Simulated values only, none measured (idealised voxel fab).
A process module follows: voxel transistor to metal.
Shown is cross-section cut, with a width of 140 nm and square cells of size 5 nm.
Format of a cross-section: grid, square cells. Given as bands. Order: top down. Band: one or more rows of cells. Look at the band entry: it leads with the top's height and the bottom's height in nm. Then it lists the materials left to right, with a width in nm for each. The word "all across" on a single material says that material fills the band edge to edge. The word "blank" is empty space. Basically, 0 is our baseline, since under it the wafer straight out of the box is all one material. The bottom band has no lower end and keeps on going down, so it looks like "0 -> down". So if you see something like "30->40" for the width, read it as the top row of the band sitting at the first number and the bottom row at the second, with every row in between moving by the same amount as the last. "nothing was modified" (step): cross-section cells unchanged, all of them. This entry, "Sealed cavities", enumerates those empty regions of no fewer than 8 cells that possess no open connection to the top. Each region is reported in the form width x height at distance, the distance being taken from the left edge, with all three quantities expressed in nm. Past the settings on a step's line: simulator remark, on that step. If you see "overlay nm" on a step's line and that step has a mask, it's telling you how far right of where it was planned the mask ended up; a negative number means it went left instead.
This section lists the process steps that were planned:
1) RECEIVE: material Si
2) OXIDIZE: depth nm 5
3) CONFORMAL_DEP: material SiN, thk nm 10
4) MASKED_ETCH: tone cover, mask id ACTIVE, width nm 105, etch materials SiN, depth nm 10, overlay nm 0
5) MASKED_ETCH: tone cover, mask id ACTIVE, width nm 105, etch materials SiO2, depth nm 5, overlay nm 0
6) MASKED_ETCH: tone cover, mask id ACTIVE, width nm 105, etch materials Si, depth nm 30, overlay nm 0
7) OXIDIZE: depth nm 5
8) FILL_DEP: material SiO2, thk nm 15
9) CMP: height nm 10
10) SELECTIVE_ETCH: etch materials SiO2, depth nm 5
11) STRIP: etch materials SiN
12) SELECTIVE_ETCH: etch materials SiO2, depth nm 5
13) OXIDIZE: depth nm 5
14) DIRECTIONAL_DEP: material polySi, thk nm 20
15) DIRECTIONAL_DEP: material SiCN, thk nm 15
16) DIRECTIONAL_DEP: material aC, thk nm 10
17) PATTERN: tone cover, mask id GATE, material resist, width nm 25, thk nm 25, overlay nm 0
18) DIRECTIONAL_ETCH: etch materials aC, depth nm 10
19) STRIP: etch materials resist
20) DIRECTIONAL_ETCH: etch materials SiCN, depth nm 25
21) DIRECTIONAL_ETCH: etch materials polySi, depth nm 30
22) STRIP: etch materials aC
23) CONFORMAL_DEP: material SiN, thk nm 5
24) DIRECTIONAL_ETCH: etch materials SiN, depth nm 5
25) DIRECTIONAL_ETCH: etch materials SiO2, depth nm 5
26) DIRECTIONAL_ETCH: etch materials Si, depth nm 5
27) EPI: material pSi, thk nm 10
28) FILL_DEP: material SiO2, thk nm 10
29) CMP: height nm 15
30) STRIP: etch materials polySi
31) SELECTIVE_ETCH: etch materials SiO2, depth nm 5
32) CONFORMAL_DEP: material HfO2, thk nm 5
33) CONFORMAL_DEP: material TiN, thk nm 5
34) FILL_DEP: material W, thk nm 5
35) CMP: height nm 10
36) DIRECTIONAL_DEP: material SiO2, thk nm 10
37) PATTERN: tone open, mask id CONTACT, material resist, width nm 15, pitch nm 80, thk nm 15, overlay nm 0
38) DIRECTIONAL_ETCH: etch materials SiO2, depth nm 25
39) STRIP: etch materials resist
40) CONFORMAL_DEP: material TiN, thk nm 5
41) FILL_DEP: material Ru, thk nm 10
42) CMP: height nm 20
43) CONFORMAL_DEP: material SiCN, thk nm 5
44) DIRECTIONAL_DEP: material lowk, thk nm 20
45) DIRECTIONAL_DEP: material aC, thk nm 15
46) PATTERN: tone open, mask id METAL_1, material resist, width nm 15, pitch nm 80, thk nm 30, overlay nm 0
47) DIRECTIONAL_ETCH: etch materials aC, depth nm 15
48) STRIP: etch materials resist
49) DIRECTIONAL_ETCH: etch materials lowk, depth nm 20
50) DIRECTIONAL_ETCH: etch materials SiCN, depth nm 5
51) STRIP: etch materials aC
52) CONFORMAL_DEP: material TiN, thk nm 5
53) FILL_DEP: material Cu, thk nm 5
54) CMP: height nm 45
55) CONFORMAL_DEP: material SiCN, thk nm 5
56) DIRECTIONAL_DEP: material lowk, thk nm 35
57) PATTERN: tone open, mask id METAL_2, material resist, width nm 15, pitch nm 80, thk nm 15, overlay nm 0
58) DIRECTIONAL_ETCH: etch materials lowk, depth nm 20
59) STRIP: etch materials resist
60) MASKED_ETCH: tone open, mask id METAL_2_HOLES, width nm 15, pitch nm 80, etch materials lowk, depth nm 15, overlay nm 0
61) MASKED_ETCH: tone open, mask id METAL_2_HOLES, width nm 15, pitch nm 80, etch materials SiCN, depth nm 5, overlay nm 0
62) CONFORMAL_DEP: material TiN, thk nm 5
63) FILL_DEP: material Ru, thk nm 10
64) CMP: height nm 85
65) CONFORMAL_DEP: material SiCN, thk nm 5
Cross-section, incoming material, after step 1:
	0 -> down  Si all across
	Sealed cavities: none
The first of two wafers, cross-sectioned at the end of the module, with the run proceeding as planned:
	90 -> 85  SiCN all across
	85 -> 50  20 lowk | 5 TiN | 5 Ru | 5 TiN | 65 lowk | 5 TiN | 5 Ru | 5 TiN | 25 lowk
	50 -> 45  20 SiCN | 15 TiN | 65 SiCN | 15 TiN | 25 SiCN
	45 -> 25  20 lowk | 5 TiN | 5 Cu | 5 TiN | 65 lowk | 5 TiN | 5 Cu | 5 TiN | 25 lowk
	25 -> 20  20 SiCN | 15 TiN | 65 SiCN | 15 TiN | 25 SiCN
	20 -> 10  20 SiO2 | 5 TiN | 5 Ru | 5 TiN | 65 SiO2 | 5 TiN | 5 Ru | 5 TiN | 25 SiO2
	10 -> 0  20 SiO2 | 5 TiN | 5 Ru | 5 TiN | 15 SiO2 | 5 SiN | 5 HfO2 | 5 TiN | 5 W | 5 TiN | 5 HfO2 | 5 SiN | 15 SiO2 | 5 TiN | 5 Ru | 5 TiN | 25 SiO2
	0 -> -5  10 SiO2 | 5 SiN | 5 SiO2 | 15 TiN | 5 SiO2 | 10 pSi | 5 SiN | 5 HfO2 | 15 TiN | 5 HfO2 | 5 SiN | 10 pSi | 5 SiO2 | 15 TiN | 5 SiO2 | 5 SiN | 15 SiO2
	-5 -> -10  15 SiO2 | 35 pSi | 35 HfO2 | 35 pSi | 20 SiO2
	-10 -> -15  20 SiO2 | 30 pSi | 35 Si | 30 pSi | 25 SiO2
	-15 -> -40  20 SiO2 | 95 Si | 25 SiO2
	-40 -> down  Si all across
	Sealed cavities: none
So this is wafer number two of the two, cut at the end of the module - it started where the first did and had the same plan, we just got one thing wrong running it:
	90 -> 85  SiCN all across
	85 -> 50  20 lowk | 5 TiN | 5 Ru | 5 TiN | 65 lowk | 5 TiN | 5 Ru | 5 TiN | 25 lowk
	50 -> 45  20 SiCN | 15 TiN | 65 SiCN | 15 TiN | 25 SiCN
	45 -> 25  20 lowk | 5 TiN | 5 Cu | 5 TiN | 65 lowk | 5 TiN | 5 Cu | 5 TiN | 25 lowk
	25 -> 20  20 SiCN | 15 TiN | 65 SiCN | 15 TiN | 25 SiCN
	20 -> 10  20 SiO2 | 5 TiN | 5 Ru | 5 TiN | 65 SiO2 | 5 TiN | 5 Ru | 5 TiN | 25 SiO2
	10 -> 5  20 SiO2 | 5 TiN | 5 Ru | 5 TiN | 15 SiO2 | 5 SiN | 5 HfO2 | 5 TiN | 5 W | 5 TiN | 5 HfO2 | 5 SiN | 15 SiO2 | 5 TiN | 5 Ru | 5 TiN | 25 SiO2
	5 -> 0  20 SiO2 | 15 TiN | 5 SiO2 | 10 pSi | 5 SiN | 5 HfO2 | 15 TiN | 5 HfO2 | 5 SiN | 10 pSi | 5 SiO2 | 15 TiN | 25 SiO2
	0 -> -5  5 SiO2 | 10 pSi | 5 SiN | 30 pSi | 35 HfO2 | 30 pSi | 5 SiN | 10 pSi | 10 SiO2
	-5 -> -10  15 pSi | 10 SiO2 | 25 pSi | 35 Si | 25 pSi | 10 SiO2 | 20 pSi
	-10 -> -15  15 pSi | 105 Si | 20 pSi
	-15 -> down  Si all across
	Sealed cavities: none
Here's what went sideways: so step 4 ended up running with a different setting than we planned, it ran as MASKED_ETCH: tone open, mask id ACTIVE, width nm 105, etch materials SiN, depth nm 10, overlay nm 0
End check, counted in cells, second wafer has more or fewer of these materials than the first: HfO2 -2, Ru -2, Si +66, SiN -2, SiO2 -67, TiN -6, W -1, pSi +14
